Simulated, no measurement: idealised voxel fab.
Module name: voxel released beams (process module)
The cross-section on display is named cut; it measures 205 nm wide, and its cells are 5 nm squares.
Cross-section format: a grid of square cells, given as bands from top to bottom; each band is one or more rows of cells.
The band entry comprises the height of the band's top followed by the height of its bottom, expressed in nm, and subsequently the band's materials from left to right, each stated together with its width in nm. Where a single material is marked with the word "everywhere", that material fills the band from edge to edge. The word "blank" represents empty space.
Ref level 0: as-received wafer is one material below here. Bottom band extends down with no lower bound ("0 and below").
When a width is written as two numbers, as in "30 to 40", the first number is the width in the top row of cells of the band and the second is the width in its bottom row, and the width changes by the same amount from each row to the next.
When a step is marked "no alterations made", none of the cells in the cross-section changed during that step.
Under "Closed internal cavities" you'll find the enclosed gaps, the ones with no way out to the top, that are 8 cells or bigger; each reads width x height at distance, with distance counted from the left edge, everything in nm.
Text after the settings on a step's line: the simulator's own remark on that step.
"overlay nm" on a masked step: distance the mask lay right of its planned place, negative for left.
### Below is the list of planned process steps
1,op RECEIVE | material Si
2,op CONFORMAL_DEP | material Al2O3 | thk nm 10
3,op DIRECTIONAL_DEP | material SiO2 | thk nm 20
4,op PATTERN | tone open | mask id ANCHOR | material resist | width nm 35 | thk nm 20 | overlay nm 0
5,op DIRECTIONAL_ETCH | etch materials SiO2 | depth nm 20
6,op STRIP | etch materials resist
7,op CONFORMAL_DEP | material SiN | thk nm 10
8,op PATTERN | tone cover | mask id BEAM | material resist | width nm 110 | thk nm 15 | overlay nm 0
9,op DIRECTIONAL_ETCH | etch materials SiN | depth nm 10
10,op STRIP | etch materials resist
11,op STRIP | etch materials SiO2
### first wafer, as planned
### Wafer cross-section on receipt, i.e. after step 1
0 and below  Si everywhere
Closed internal cavities: none
### After step 2, in cross-section
10 down to 0  Al2O3 everywhere
Whatever lies below 0 is exactly as it was before.
### After step 3, in cross-section
30 down to 10  SiO2 everywhere
Whatever lies below 10 is exactly as it was before.
### After step 4, in cross-section
50 down to 30  resist (50), then blank (35), then resist (120)
Whatever lies below 30 is exactly as it was before.
### After step 5, in cross-section
50 down to 30  resist (50), then blank (35), then resist (120)
30 down to 10  SiO2 (50), then blank (35), then SiO2 (120)
Whatever lies below 10 is exactly as it was before.
### After step 6, in cross-section
30 down to 10  SiO2 (50), then blank (35), then SiO2 (120)
Whatever lies below 10 is exactly as it was before.
### After step 7, in cross-section
40 down to 30  SiN (60), then blank (15), then SiN (130)
30 down to 20  SiO2 (50), then SiN (10), then blank (15), then SiN (10), then SiO2 (120)
20 down to 10  SiO2 (50), then SiN (35), then SiO2 (120)
Whatever lies below 10 is exactly as it was before.
### After step 8, in cross-section
55 down to 40  blank (45), then resist (110), then blank (50)
40 down to 30  SiN (60), then resist (15), then SiN (130)
30 down to 20  SiO2 (50), then SiN (10), then resist (15), then SiN (10), then SiO2 (120)
Whatever lies below 20 is exactly as it was before.
### After step 9, in cross-section
55 down to 40  blank (45), then resist (110), then blank (50)
40 down to 30  blank (45), then SiN (15), then resist (15), then SiN (80), then blank (50)
Whatever lies below 30 is exactly as it was before.
### After step 10, in cross-section
40 down to 30  blank (45), then SiN (15), then blank (15), then SiN (80), then blank (50)
30 down to 20  SiO2 (50), then SiN (10), then blank (15), then SiN (10), then SiO2 (120)
Whatever lies below 20 is exactly as it was before.
### After step 11, in cross-section
40 down to 30  blank (45), then SiN (15), then blank (15), then SiN (80), then blank (50)
30 down to 20  blank (50), then SiN (10), then blank (15), then SiN (10), then blank (120)
20 down to 10  blank (50), then SiN (35), then blank (120)
Whatever lies below 10 is exactly as it was before.
### Second wafer: same start and same plan as the first, one execution error; identical to the first through step 1
Second wafer: cross-section at the scheduled end of step 2: no alterations made
### Second wafer: cross-section at the scheduled end of step 3
20 down to 0  SiO2 everywhere
Whatever lies below 0 is exactly as it was before.
### Second wafer: cross-section at the scheduled end of step 4
40 down to 20  resist (50), then blank (35), then resist (120)
Whatever lies below 20 is exactly as it was before.
### Second wafer: cross-section at the scheduled end of step 5
40 down to 20  resist (50), then blank (35), then resist (120)
20 down to 0  SiO2 (50), then blank (35), then SiO2 (120)
Whatever lies below 0 is exactly as it was before.
### Second wafer: cross-section at the scheduled end of step 6
20 down to 0  SiO2 (50), then blank (35), then SiO2 (120)
Whatever lies below 0 is exactly as it was before.
### Second wafer: cross-section at the scheduled end of step 7
30 down to 20  SiN (60), then blank (15), then SiN (130)
20 down to 10  SiO2 (50), then SiN (10), then blank (15), then SiN (10), then SiO2 (120)
10 down to 0  SiO2 (50), then SiN (35), then SiO2 (120)
Whatever lies below 0 is exactly as it was before.
### Second wafer: cross-section at the scheduled end of step 8
45 down to 30  blank (45), then resist (110), then blank (50)
30 down to 20  SiN (60), then resist (15), then SiN (130)
20 down to 10  SiO2 (50), then SiN (10), then resist (15), then SiN (10), then SiO2 (120)
Whatever lies below 10 is exactly as it was before.
### Second wafer: cross-section at the scheduled end of step 9
45 down to 30  blank (45), then resist (110), then blank (50)
30 down to 20  blank (45), then SiN (15), then resist (15), then SiN (80), then blank (50)
Whatever lies below 20 is exactly as it was before.
### Second wafer: cross-section at the scheduled end of step 10
30 down to 20  blank (45), then SiN (15), then blank (15), then SiN (80), then blank (50)
20 down to 10  SiO2 (50), then SiN (10), then blank (15), then SiN (10), then SiO2 (120)
Whatever lies below 10 is exactly as it was before.
### Second wafer: cross-section at the scheduled end of step 11
30 down to 20  blank (45), then SiN (15), then blank (15), then SiN (80), then blank (50)
20 down to 10  blank (50), then SiN (10), then blank (15), then SiN (10), then blank (120)
10 down to 0  blank (50), then SiN (35), then blank (120)
Whatever lies below 0 is exactly as it was before.
Where did the run depart from the plan? step 2 in the plan did not get run; it was skipped
Counted in cells at the end, the second wafer holds more or fewer of these materials than the first: 82 fewer of Al2O3
